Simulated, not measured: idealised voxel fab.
The following process module bears the name voxel capacitor over wiring.
The cross-section shown here is cut; it is 285 nm wide and divided into square cells measuring 5 nm on a side.
Heads up, the way a cross-section reads in here is a grid of square cells, handed over as bands from the top down, with every band being one or more rows of cells.
In this notation a band is specified by the heights of its top and bottom, in that order and in nm, after which its materials appear from left to right, each paired with its width in nm. The word "edge to edge" attached to a single material means that material fills the band from edge to edge; the word "empty" stands for empty space.
Beneath 0, the wafer as received is one material, and that level is where height counting begins. The lowest band goes on downward without a bottom; it is written like "0 -> down".
Width spec "30..40" -> top row of cells at first value, bottom row at second value, equal per-row change in between.
Where a step carries "nothing different", the cross-section came out of it unchanged, cell for cell.
This entry, "Enclosed voids", enumerates those empty regions of no fewer than 8 cells that possess no open connection to the top. Each region is reported in the form width x height at distance, the distance being taken from the left edge, with all three quantities expressed in nm.
after a step's settings: what the simulator itself notes on the step
You can add "overlay nm" to a step's line. For a step with a mask, it describes how far the mask lay to the right of its planned position, and a negative number describes a lay to the left.
What follows is a series of pairs. Each pair shows a cross-section before one process step and the cross-section after it, and the after view is drawn only down to the lowest band that changed. Beneath each pair is the step that lies between the two, with its settings. Pairs may come from different runs of this module on the same starting wafer, so a pair continues from the one above it only where its entry headed "State on entry" says so.
State on entry:
	80 -> 70 = SiO2 edge to edge
	70 -> 60 = 100 nm SiO2, 55 nm TiN, 130 nm SiO2
	60 -> 55 = 100 nm SiO2, 55 nm Al2O3, 130 nm SiO2
	55 -> 45 = 95 nm SiO2, 65 nm TiN, 125 nm SiO2
	45 -> 35 = 95 nm SiO2, 15 nm Ru, 175 nm SiO2
	35 -> 30 = 100 nm SiCN, 10 nm Ru, 175 nm SiCN
	30 -> 15 = 80 nm lowk, 5 nm SiN, 30 nm Ru, 5 nm SiN, 40 nm lowk, 5 nm SiN, 30 nm Ru, 5 nm SiN, 85 nm lowk
	15 -> 10 = 85 nm SiN, 30 nm TiN, 50 nm SiN, 30 nm TiN, 90 nm SiN
	10 -> 0 = SiO2 edge to edge
	0 -> down = Si edge to edge
	Enclosed voids: none
Cut View, Post-Step:
	90 -> 80 = aC edge to edge
	Note: structure below 80 unchanged.
	Enclosed voids: none
What process step lies between the two cross-sections above? DIRECTIONAL_DEP,material aC,thk nm 10
State on entry: look at the pair above, its after cross-section is where this step starts.
Cut View, Post-Step:
	120 -> 90 = 110 nm resist, 15 nm empty, 160 nm resist
	Note: structure below 90 unchanged.
	Enclosed voids: none
What process step lies between the two cross-sections above? PATTERN,tone open,mask id PLUG_2,material resist,width nm 15,thk nm 30,overlay nm 0
State on entry: look at the pair above, its after cross-section is where this step starts.
Cut View, Post-Step:
	110 -> 90 = 110 nm resist, 15 nm empty, 160 nm resist
	90 -> 80 = 110 nm aC, 15 nm empty, 160 nm aC
	Note: structure below 80 unchanged.
	Enclosed voids: none
What process step lies between the two cross-sections above? DIRECTIONAL_ETCH,etch materials aC,depth nm 10
State on entry: look at the pair above, its after cross-section is where this step starts.
Cut View, Post-Step:
	90 -> 80 = 110 nm aC, 15 nm empty, 160 nm aC
	Note: structure below 80 unchanged.
	Enclosed voids: none
What process step lies between the two cross-sections above? STRIP,etch materials resist
State on entry: look at the pair above, its after cross-section is where this step starts.
Cut View, Post-Step:
	90 -> 80 = 110 nm aC, 15 nm empty, 160 nm aC
	80 -> 70 = 110 nm SiO2, 15 nm empty, 160 nm SiO2
	Note: structure below 70 unchanged.
	Enclosed voids: none
What process step lies between the two cross-sections above? DIRECTIONAL_ETCH,etch materials SiO2,depth nm 10
State on entry: look at the pair above, its after cross-section is where this step starts.
Cut View, Post-Step:
	80 -> 70 = 110 nm SiO2, 15 nm empty, 160 nm SiO2
	Note: structure below 70 unchanged.
	Enclosed voids: none
What process step lies between the two cross-sections above? STRIP,etch materials aC
State on entry: look at the pair above, its after cross-section is where this step starts.
Cut View, Post-Step:
	85 -> 80 = 115 nm TiN, 5 nm empty, 165 nm TiN
	80 -> 75 = 110 nm SiO2, 5 nm TiN, 5 nm empty, 5 nm TiN, 160 nm SiO2
	75 -> 70 = 110 nm SiO2, 15 nm TiN, 160 nm SiO2
	Note: structure below 70 unchanged.
	Enclosed voids: none
What process step lies between the two cross-sections above? CONFORMAL_DEP,material TiN,thk nm 5
State on entry: look at the pair above, its after cross-section is where this step starts.
Cut View, Post-Step:
	90 -> 85 = Ru edge to edge
	85 -> 80 = 115 nm TiN, 5 nm Ru, 165 nm TiN
	80 -> 75 = 110 nm SiO2, 5 nm TiN, 5 nm Ru, 5 nm TiN, 160 nm SiO2
	Note: structure below 75 unchanged.
	Enclosed voids: none
What process step lies between the two cross-sections above? FILL_DEP,material Ru,thk nm 5
State on entry: look at the pair above, its after cross-section is where this step starts.
Cut View, Post-Step:
	80 -> 75 = 110 nm SiO2, 5 nm TiN, 5 nm Ru, 5 nm TiN, 160 nm SiO2
	Note: structure below 75 unchanged.
	Enclosed voids: none
What process step lies between the two cross-sections above? CMP,height nm 80
State on entry: look at the pair above, its after cross-section is where this step starts.
Cut View, Post-Step:
	85 -> 80 = SiCN edge to edge
	Note: structure below 80 unchanged.
	Enclosed voids: none
What process step lies between the two cross-sections above? CONFORMAL_DEP,material SiCN,thk nm 5
State on entry:
	30 -> 15 = 80 nm lowk, 5 nm SiN, 30 nm Ru, 5 nm SiN, 40 nm lowk, 5 nm SiN, 30 nm Ru, 5 nm SiN, 85 nm lowk
	15 -> 10 = 85 nm SiN, 30 nm TiN, 50 nm SiN, 30 nm TiN, 90 nm SiN
	10 -> 0 = SiO2 edge to edge
	0 -> down = Si edge to edge
	Enclosed voids: none
Cut View, Post-Step:
	35 -> 30 = TiN edge to edge
	Note: structure below 30 unchanged.
	Enclosed voids: none
What process step lies between the two cross-sections above? CONFORMAL_DEP,material TiN,thk nm 5
State on entry: look at the pair above, its after cross-section is where this step starts.
Cut View, Post-Step:
	45 -> 35 = SiO2 edge to edge
	Note: structure below 35 unchanged.
	Enclosed voids: none
What process step lies between the two cross-sections above? DIRECTIONAL_DEP,material SiO2,thk nm 10
State on entry: look at the pair above, its after cross-section is where this step starts.
Cut View, Post-Step:
	45 -> 35 = 100 nm SiO2, 15 nm empty, 170 nm SiO2
	Note: structure below 35 unchanged.
	Enclosed voids: none
What process step lies between the two cross-sections above? MASKED_ETCH,tone open,mask id PLUG_1,width nm 15,etch materials SiO2,depth nm 10,overlay nm 0
State on entry: look at the pair above, its after cross-section is where this step starts.
Cut View, Post-Step:
	45 -> 35 = 100 nm SiO2, 15 nm Ru, 170 nm SiO2
	Note: structure below 35 unchanged.
	Enclosed voids: none
What process step lies between the two cross-sections above? EPI,material Ru,thk nm 10
State on entry: look at the pair above, its after cross-section is where this step starts.
Cut View, Post-Step:
	50 -> 45 = 95 nm empty, 25 nm Ru, 165 nm empty
	Note: structure below 45 unchanged.
	Enclosed voids: none
What process step lies between the two cross-sections above? EPI,material Ru,thk nm 5
State on entry: look at the pair above, its after cross-section is where this step starts.
Cut View, Post-Step:
	60 -> 55 = 95 nm empty, 25 nm TiN, 165 nm empty
	55 -> 50 = TiN edge to edge
	50 -> 45 = 95 nm TiN, 25 nm Ru, 165 nm TiN
	Note: structure below 45 unchanged.
	Enclosed voids: none
What process step lies between the two cross-sections above? DIRECTIONAL_DEP,material TiN,thk nm 10
State on entry: look at the pair above, its after cross-section is where this step starts.
Cut View, Post-Step:
	65 -> 60 = 95 nm empty, 25 nm Al2O3, 165 nm empty
	60 -> 55 = 95 nm Al2O3, 25 nm TiN, 165 nm Al2O3
	Note: structure below 55 unchanged.
	Enclosed voids: none
What process step lies between the two cross-sections above? DIRECTIONAL_DEP,material Al2O3,thk nm 5
State on entry: look at the pair above, its after cross-section is where this step starts.
Cut View, Post-Step:
	75 -> 70 = 95 nm empty, 25 nm TiN, 165 nm empty
	70 -> 65 = TiN edge to edge
	65 -> 60 = 95 nm TiN, 25 nm Al2O3, 165 nm TiN
	Note: structure below 60 unchanged.
	Enclosed voids: none
What process step lies between the two cross-sections above? DIRECTIONAL_DEP,material TiN,thk nm 10
State on entry: look at the pair above, its after cross-section is where this step starts.
Cut View, Post-Step:
	95 -> 75 = 100 nm empty, 55 nm resist, 130 nm empty
	75 -> 70 = 95 nm empty, 25 nm TiN, 35 nm resist, 130 nm empty
	Note: structure below 70 unchanged.
	Enclosed voids: none
What process step lies between the two cross-sections above? PATTERN,tone cover,mask id UPPER_PLATE,material resist,width nm 55,thk nm 20,overlay nm 0
State on entry: look at the pair above, its after cross-section is where this step starts.
Cut View, Post-Step:
	95 -> 75 = 100 nm empty, 55 nm resist, 130 nm empty
	75 -> 70 = 100 nm empty, 20 nm TiN, 35 nm resist, 130 nm empty
	70 -> 65 = 100 nm empty, 55 nm TiN, 130 nm empty
	65 -> 60 = 95 nm empty, 25 nm Al2O3, 35 nm TiN, 130 nm empty
	Note: structure below 60 unchanged.
	Enclosed voids: none
What process step lies between the two cross-sections above? DIRECTIONAL_ETCH,etch materials TiN,depth nm 10
State on entry: look at the pair above, its after cross-section is where this step starts.
Cut View, Post-Step:
	95 -> 75 = 100 nm empty, 55 nm resist, 130 nm empty
	75 -> 70 = 100 nm empty, 20 nm TiN, 35 nm resist, 130 nm empty
	70 -> 65 = 100 nm empty, 55 nm TiN, 130 nm empty
	65 -> 60 = 100 nm empty, 20 nm Al2O3, 35 nm TiN, 130 nm empty
	60 -> 55 = 95 nm empty, 25 nm TiN, 35 nm Al2O3, 130 nm empty
	Note: structure below 55 unchanged.
	Enclosed voids: none
What process step lies between the two cross-sections above? DIRECTIONAL_ETCH,etch materials Al2O3,depth nm 5
State on entry: look at the pair above, its after cross-section is where this step starts.
Cut View, Post-Step:
	75 -> 65 = 100 nm empty, 20..55 nm TiN, 165..130 nm empty
	Note: structure below 65 unchanged.
	Enclosed voids: none
What process step lies between the two cross-sections above? STRIP,etch materials resist
State on entry: look at the pair above, its after cross-section is where this step starts.
Cut View, Post-Step:
	75 -> 65 = 100 nm empty, 20..55 nm TiN, 165..130 nm empty
	65 -> 60 = 100 nm empty, 20 nm Al2O3, 35 nm TiN, 130 nm empty
	60 -> 55 = 95 nm empty, 25 nm TiN, 35 nm Al2O3, 130 nm empty
	55 -> 50 = 95 nm empty, 65 nm TiN, 125 nm empty
	50 -> 45 = 95 nm empty, 25 nm Ru, 40 nm TiN, 125 nm empty
	Note: structure below 45 unchanged.
	Enclosed voids: none
What process step lies between the two cross-sections above? MASKED_ETCH,tone cover,mask id LOWER_PLATE,width nm 65,etch materials TiN,depth nm 10,overlay nm 0
State on entry: look at the pair above, its after cross-section is where this step starts.
Cut View, Post-Step:
	90 -> 75 = SiO2 edge to edge
	75 -> 65 = 100 nm SiO2, 20..55 nm TiN, 165..130 nm SiO2
	65 -> 60 = 100 nm SiO2, 20 nm Al2O3, 35 nm TiN, 130 nm SiO2
	60 -> 55 = 95 nm SiO2, 25 nm TiN, 35 nm Al2O3, 130 nm SiO2
	55 -> 50 = 95 nm SiO2, 65 nm TiN, 125 nm SiO2
	50 -> 45 = 95 nm SiO2, 25 nm Ru, 40 nm TiN, 125 nm SiO2
	Note: structure below 45 unchanged.
	Enclosed voids: none
What process step lies between the two cross-sections above? FILL_DEP,material SiO2,thk nm 15
State on entry: look at the pair above, its after cross-section is where this step starts.
Cut View, Post-Step:
	80 -> 75 = SiO2 edge to edge
	Note: structure below 75 unchanged.
	Enclosed voids: none
What process step lies between the two cross-sections above? CMP,height nm 80
State on entry: look at the pair above, its after cross-section is where this step starts.
Cut View, Post-Step:
	90 -> 80 = aC edge to edge
	Note: structure below 80 unchanged.
	Enclosed voids: none
What process step lies between the two cross-sections above? DIRECTIONAL_DEP,material aC,thk nm 10
State on entry: look at the pair above, its after cross-section is where this step starts.
Cut View, Post-Step:
	120 -> 90 = 110 nm resist, 15 nm empty, 160 nm resist
	Note: structure below 90 unchanged.
	Enclosed voids: none
What process step lies between the two cross-sections above? PATTERN,tone open,mask id PLUG_2,material resist,width nm 15,thk nm 30,overlay nm 0
State on entry: look at the pair above, its after cross-section is where this step starts.
Cut View, Post-Step:
	110 -> 90 = 110 nm resist, 15 nm empty, 160 nm resist
	90 -> 80 = 110 nm aC, 15 nm empty, 160 nm aC
	Note: structure below 80 unchanged.
	Enclosed voids: none
What process step lies between the two cross-sections above? DIRECTIONAL_ETCH,etch materials aC,depth nm 10
State on entry: look at the pair above, its after cross-section is where this step starts.
Cut View, Post-Step:
	90 -> 80 = 110 nm aC, 15 nm empty, 160 nm aC
	Note: structure below 80 unchanged.
	Enclosed voids: none
What process step lies between the two cross-sections above? STRIP,etch materials resist
State on entry: look at the pair above, its after cross-section is where this step starts.
Cut View, Post-Step:
	90 -> 80 = 110 nm aC, 15 nm empty, 160 nm aC
	80 -> 75 = 110 nm SiO2, 15 nm empty, 160 nm SiO2
	75 -> 70 = 100 nm SiO2, 20 nm TiN, 5 nm empty, 160 nm SiO2
	Note: structure below 70 unchanged.
	Enclosed voids: none
What process step lies between the two cross-sections above? DIRECTIONAL_ETCH,etch materials SiO2,depth nm 10
State on entry: look at the pair above, its after cross-section is where this step starts.
Cut View, Post-Step:
	80 -> 75 = 110 nm SiO2, 15 nm empty, 160 nm SiO2
	Note: structure below 75 unchanged.
	Enclosed voids: none
What process step lies between the two cross-sections above? STRIP,etch materials aC
State on entry: look at the pair above, its after cross-section is where this step starts.
Cut View, Post-Step:
	85 -> 80 = 115 nm TiN, 5 nm empty, 165 nm TiN
	80 -> 70 = 110..100 nm SiO2, 15..25 nm TiN, 160 nm SiO2
	Note: structure below 70 unchanged.
	Enclosed voids: none
What process step lies between the two cross-sections above? CONFORMAL_DEP,material TiN,thk nm 5
State on entry: look at the pair above, its after cross-section is where this step starts.
Cut View, Post-Step:
	90 -> 85 = Ru edge to edge
	85 -> 80 = 115 nm TiN, 5 nm Ru, 165 nm TiN
	Note: structure below 80 unchanged.
	Enclosed voids: none
What process step lies between the two cross-sections above? FILL_DEP,material Ru,thk nm 5
State on entry: look at the pair above, its after cross-section is where this step starts.
Cut View, Post-Step:
	80 -> 70 = 110..100 nm SiO2, 15..25 nm TiN, 160 nm SiO2
	Note: structure below 70 unchanged.
	Enclosed voids: none
What process step lies between the two cross-sections above? CMP,height nm 80
State on entry: look at the pair above, its after cross-section is where this step starts.
Cut View, Post-Step:
	85 -> 80 = SiCN edge to edge
	Note: structure below 80 unchanged.
	Enclosed voids: none
What process step lies between the two cross-sections above? CONFORMAL_DEP,material SiCN,thk nm 5
State on entry:
	45 -> 35 = SiO2 edge to edge
	35 -> 30 = SiCN edge to edge
	30 -> 15 = 80 nm lowk, 5 nm SiN, 30 nm Ru, 5 nm SiN, 40 nm lowk, 5 nm SiN, 30 nm Ru, 5 nm SiN, 85 nm lowk
	15 -> 10 = 85 nm SiN, 30 nm TiN, 50 nm SiN, 30 nm TiN, 90 nm SiN
	10 -> 0 = SiO2 edge to edge
	0 -> down = Si edge to edge
	Enclosed voids: none
Cut View, Post-Step:
	45 -> 35 = 100 nm empty, 15 nm SiO2, 170 nm empty
	Note: structure below 35 unchanged.
	Enclosed voids: none
What process step lies between the two cross-sections above? MASKED_ETCH,tone cover,mask id PLUG_1,width nm 15,etch materials SiO2,depth nm 10,overlay nm 0
State on entry: look at the pair above, its after cross-section is where this step starts.
Cut View, Post-Step:
	55 -> 45 = 100 nm empty, 15 nm TiN, 170 nm empty
	45 -> 35 = 100 nm TiN, 15 nm SiO2, 170 nm TiN
	Note: structure below 35 unchanged.
	Enclosed voids: none
What process step lies between the two cross-sections above? DIRECTIONAL_DEP,material TiN,thk nm 10
State on entry: look at the pair above, its after cross-section is where this step starts.
Cut View, Post-Step:
	60 -> 55 = 100 nm empty, 15 nm Al2O3, 170 nm empty
	55 -> 50 = 100 nm empty, 15 nm TiN, 170 nm empty
	50 -> 45 = 100 nm Al2O3, 15 nm TiN, 170 nm Al2O3
	Note: structure below 45 unchanged.
	Enclosed voids: none
What process step lies between the two cross-sections above? DIRECTIONAL_DEP,material Al2O3,thk nm 5
State on entry: look at the pair above, its after cross-section is where this step starts.
Cut View, Post-Step:
	70 -> 60 = 100 nm empty, 15 nm TiN, 170 nm empty
	60 -> 55 = 100 nm TiN, 15 nm Al2O3, 170 nm TiN
	55 -> 50 = TiN edge to edge
	Note: structure below 50 unchanged.
	Enclosed voids: none
What process step lies between the two cross-sections above? DIRECTIONAL_DEP,material TiN,thk nm 10
State on entry: look at the pair above, its after cross-section is where this step starts.
Cut View, Post-Step:
	90 -> 70 = 100 nm empty, 55 nm resist, 130 nm empty
	70 -> 60 = 100 nm empty, 15 nm TiN, 40 nm resist, 130 nm empty
	Note: structure below 60 unchanged.
	Enclosed voids: none
What process step lies between the two cross-sections above? PATTERN,tone cover,mask id UPPER_PLATE,material resist,width nm 55,thk nm 20,overlay nm 0
State on entry: look at the pair above, its after cross-section is where this step starts.
Cut View, Post-Step:
	90 -> 70 = 100 nm empty, 55 nm resist, 130 nm empty
	70 -> 60 = 100 nm empty, 15 nm TiN, 40 nm resist, 130 nm empty
	60 -> 55 = 100 nm empty, 15 nm Al2O3, 40 nm TiN, 130 nm empty
	55 -> 50 = 100 nm empty, 55 nm TiN, 130 nm empty
	Note: structure below 50 unchanged.
	Enclosed voids: none
What process step lies between the two cross-sections above? DIRECTIONAL_ETCH,etch materials TiN,depth nm 10
State on entry: look at the pair above, its after cross-section is where this step starts.
Cut View, Post-Step:
	90 -> 70 = 100 nm empty, 55 nm resist, 130 nm empty
	70 -> 60 = 100 nm empty, 15 nm TiN, 40 nm resist, 130 nm empty
	60 -> 55 = 100 nm empty, 15 nm Al2O3, 40 nm TiN, 130 nm empty
	55 -> 50 = 100 nm empty, 55 nm TiN, 130 nm empty
	50 -> 45 = 100 nm empty, 15 nm TiN, 40 nm Al2O3, 130 nm empty
	Note: structure below 45 unchanged.
	Enclosed voids: none
What process step lies between the two cross-sections above? DIRECTIONAL_ETCH,etch materials Al2O3,depth nm 5
State on entry: look at the pair above, its after cross-section is where this step starts.
Cut View, Post-Step:
	70 -> 60 = 100 nm empty, 15 nm TiN, 170 nm empty
	Note: structure below 60 unchanged.
	Enclosed voids: none
What process step lies between the two cross-sections above? STRIP,etch materials resist
State on entry: look at the pair above, its after cross-section is where this step starts.
Cut View, Post-Step:
	70 -> 60 = 100 nm empty, 15 nm TiN, 170 nm empty
	60 -> 55 = 100 nm empty, 15 nm Al2O3, 40 nm TiN, 130 nm empty
	55 -> 50 = 100 nm empty, 55 nm TiN, 130 nm empty
	50 -> 45 = 100 nm empty, 15 nm TiN, 40 nm Al2O3, 130 nm empty
	45 -> 35 = 95 nm empty, 5 nm TiN, 15 nm SiO2, 45 nm TiN, 125 nm empty
	Note: structure below 35 unchanged.
	Enclosed voids: none
What process step lies between the two cross-sections above? MASKED_ETCH,tone cover,mask id LOWER_PLATE,width nm 65,etch materials TiN,depth nm 10,overlay nm 0
State on entry: look at the pair above, its after cross-section is where this step starts.
Cut View, Post-Step:
	85 -> 70 = SiO2 edge to edge
	70 -> 60 = 100 nm SiO2, 15 nm TiN, 170 nm SiO2
	60 -> 55 = 100 nm SiO2, 15 nm Al2O3, 40 nm TiN, 130 nm SiO2
	55 -> 50 = 100 nm SiO2, 55 nm TiN, 130 nm SiO2
	50 -> 45 = 100 nm SiO2, 15 nm TiN, 40 nm Al2O3, 130 nm SiO2
	45 -> 35 = 95 nm SiO2, 5 nm TiN, 15 nm SiO2, 45 nm TiN, 125 nm SiO2
	Note: structure below 35 unchanged.
	Enclosed voids: none
What process step lies between the two cross-sections above? FILL_DEP,material SiO2,thk nm 15
State on entry: look at the pair above, its after cross-section is where this step starts.
Cut View, Post-Step:
	80 -> 70 = SiO2 edge to edge
	Note: structure below 70 unchanged.
	Enclosed voids: none
What process step lies between the two cross-sections above? CMP,height nm 80
State on entry: look at the pair above, its after cross-section is where this step starts.
Cut View, Post-Step:
	90 -> 80 = aC edge to edge
	Note: structure below 80 unchanged.
	Enclosed voids: none
What process step lies between the two cross-sections above? DIRECTIONAL_DEP,material aC,thk nm 10
State on entry: look at the pair above, its after cross-section is where this step starts.
Cut View, Post-Step:
	120 -> 90 = 110 nm resist, 15 nm empty, 160 nm resist
	Note: structure below 90 unchanged.
	Enclosed voids: none
What process step lies between the two cross-sections above? PATTERN,tone open,mask id PLUG_2,material resist,width nm 15,thk nm 30,overlay nm 0
State on entry: look at the pair above, its after cross-section is where this step starts.
Cut View, Post-Step:
	110 -> 90 = 110 nm resist, 15 nm empty, 160 nm resist
	90 -> 80 = 110 nm aC, 15 nm empty, 160 nm aC
	Note: structure below 80 unchanged.
	Enclosed voids: none
What process step lies between the two cross-sections above? DIRECTIONAL_ETCH,etch materials aC,depth nm 10
State on entry: look at the pair above, its after cross-section is where this step starts.
Cut View, Post-Step:
	90 -> 80 = 110 nm aC, 15 nm empty, 160 nm aC
	Note: structure below 80 unchanged.
	Enclosed voids: none
What process step lies between the two cross-sections above? STRIP,etch materials resist
State on entry: look at the pair above, its after cross-section is where this step starts.
Cut View, Post-Step:
	90 -> 80 = 110 nm aC, 15 nm empty, 160 nm aC
	80 -> 70 = 110 nm SiO2, 15 nm empty, 160 nm SiO2
	Note: structure below 70 unchanged.
	Enclosed voids: none
What process step lies between the two cross-sections above? DIRECTIONAL_ETCH,etch materials SiO2,depth nm 10
State on entry: look at the pair above, its after cross-section is where this step starts.
Cut View, Post-Step:
	80 -> 70 = 110 nm SiO2, 15 nm empty, 160 nm SiO2
	Note: structure below 70 unchanged.
	Enclosed voids: none
What process step lies between the two cross-sections above? STRIP,etch materials aC
State on entry: look at the pair above, its after cross-section is where this step starts.
Cut View, Post-Step:
	85 -> 80 = 115 nm TiN, 5 nm empty, 165 nm TiN
	80 -> 75 = 110 nm SiO2, 5 nm TiN, 5 nm empty, 5 nm TiN, 160 nm SiO2
	75 -> 70 = 110 nm SiO2, 15 nm TiN, 160 nm SiO2
	Note: structure below 70 unchanged.
	Enclosed voids: none
What process step lies between the two cross-sections above? CONFORMAL_DEP,material TiN,thk nm 5
State on entry: look at the pair above, its after cross-section is where this step starts.
Cut View, Post-Step:
	90 -> 85 = Ru edge to edge
	85 -> 80 = 115 nm TiN, 5 nm Ru, 165 nm TiN
	80 -> 75 = 110 nm SiO2, 5 nm TiN, 5 nm Ru, 5 nm TiN, 160 nm SiO2
	Note: structure below 75 unchanged.
	Enclosed voids: none
What process step lies between the two cross-sections above? FILL_DEP,material Ru,thk nm 5
State on entry: look at the pair above, its after cross-section is where this step starts.
Cut View, Post-Step:
	80 -> 75 = 110 nm SiO2, 5 nm TiN, 5 nm Ru, 5 nm TiN, 160 nm SiO2
	Note: structure below 75 unchanged.
	Enclosed voids: none
What process step lies between the two cross-sections above? CMP,height nm 80
State on entry: look at the pair above, its after cross-section is where this step starts.
Cut View, Post-Step:
	85 -> 80 = SiCN edge to edge
	Note: structure below 80 unchanged.
	Enclosed voids: none
What process step lies between the two cross-sections above? CONFORMAL_DEP,material SiCN,thk nm 5
